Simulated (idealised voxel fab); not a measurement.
process module | voxel self aligned vias
cross-section cut | 300 nm wide | cells 5 nm
A cross-section is a grid of square cells, given in bands from the top down. A band is one or more rows of cells.
Each band's line starts with the height of the band's top and of its bottom, in nm. Then come its materials from left to right, each with its width in nm. One material with "throughout" fills the band from edge to edge. "air" is empty space.
Height 0 is the level under which the wafer as received is all one material. The lowest band goes on downwards, as in "0 down".
A width such as "30 to 40" changes by the same amount from each row of cells to the next, from the band's top row to its bottom row.
"no change" after a step means that no cell of the cross-section changed.
closed voids: empty space of 8 cells or more with no open way to the top, each as width x height at its distance from the left edge, in nm
after a step's settings: what the simulator itself notes on the step
overlay nm, on a step with a mask: how far to the right of its planned place the mask lay; to the left if negative
plan
1 op RECEIVE | material Si
2 op CONFORMAL_DEP | material SiO2 | thk nm 15
3 op CONFORMAL_DEP | material SiCN | thk nm 5
4 op DIRECTIONAL_DEP | material lowk | thk nm 20
5 op DIRECTIONAL_DEP | material aC | thk nm 10
6 op PATTERN | tone open | mask id LINES | material resist | width nm 20 | pitch nm 60 | thk nm 30 | overlay nm 0
7 op DIRECTIONAL_ETCH | etch materials aC | depth nm 10
8 op STRIP | etch materials resist
9 op DIRECTIONAL_ETCH | etch materials lowk | depth nm 20
10 op STRIP | etch materials aC
11 op CONFORMAL_DEP | material TiN | thk nm 5
12 op FILL_DEP | material W | thk nm 5
13 op CMP | height nm 40
14 op SELECTIVE_ETCH | etch materials W Ru TiN | depth nm 10
15 op FILL_DEP | material SiN | thk nm 10
16 op CMP | height nm 40
17 op DIRECTIONAL_DEP | material lowk | thk nm 15
18 op PATTERN | tone open | mask id VIAS | material resist | width nm 40 | pitch nm 60 | thk nm 20 | overlay nm 0
19 op DIRECTIONAL_ETCH | etch materials lowk | depth nm 15
20 op DIRECTIONAL_ETCH | etch materials SiN | depth nm 10
21 op STRIP | etch materials resist
22 op CONFORMAL_DEP | material TiN | thk nm 5
23 op FILL_DEP | material W | thk nm 5
24 op CMP | height nm 55
25 op CONFORMAL_DEP | material SiN | thk nm 5
as received, after step 1
  0 down: Si throughout
  closed voids: none
a wafer at the end: this start, this plan, one mistake
  60 to 55: SiN throughout
  55 to 40: lowk 100 | TiN 5 | W 30 | TiN 5 | lowk 20 | TiN 5 | W 30 | TiN 5 | lowk 100
  40 to 35: SiN 100 | TiN 15 | W 10 | TiN 15 | SiN 20 | TiN 15 | W 10 | TiN 15 | SiN 100
  35 to 30: lowk 110 | TiN 20 | lowk 40 | TiN 20 | lowk 110
  30 to 20: lowk 110 | TiN 5 | W 10 | TiN 5 | lowk 40 | TiN 5 | W 10 | TiN 5 | lowk 110
  20 to 15: lowk 110 | TiN 20 | lowk 40 | TiN 20 | lowk 110
  15 to 0: SiO2 throughout
  0 down: Si throughout
  closed voids: none
what went wrong: step 3 was left out
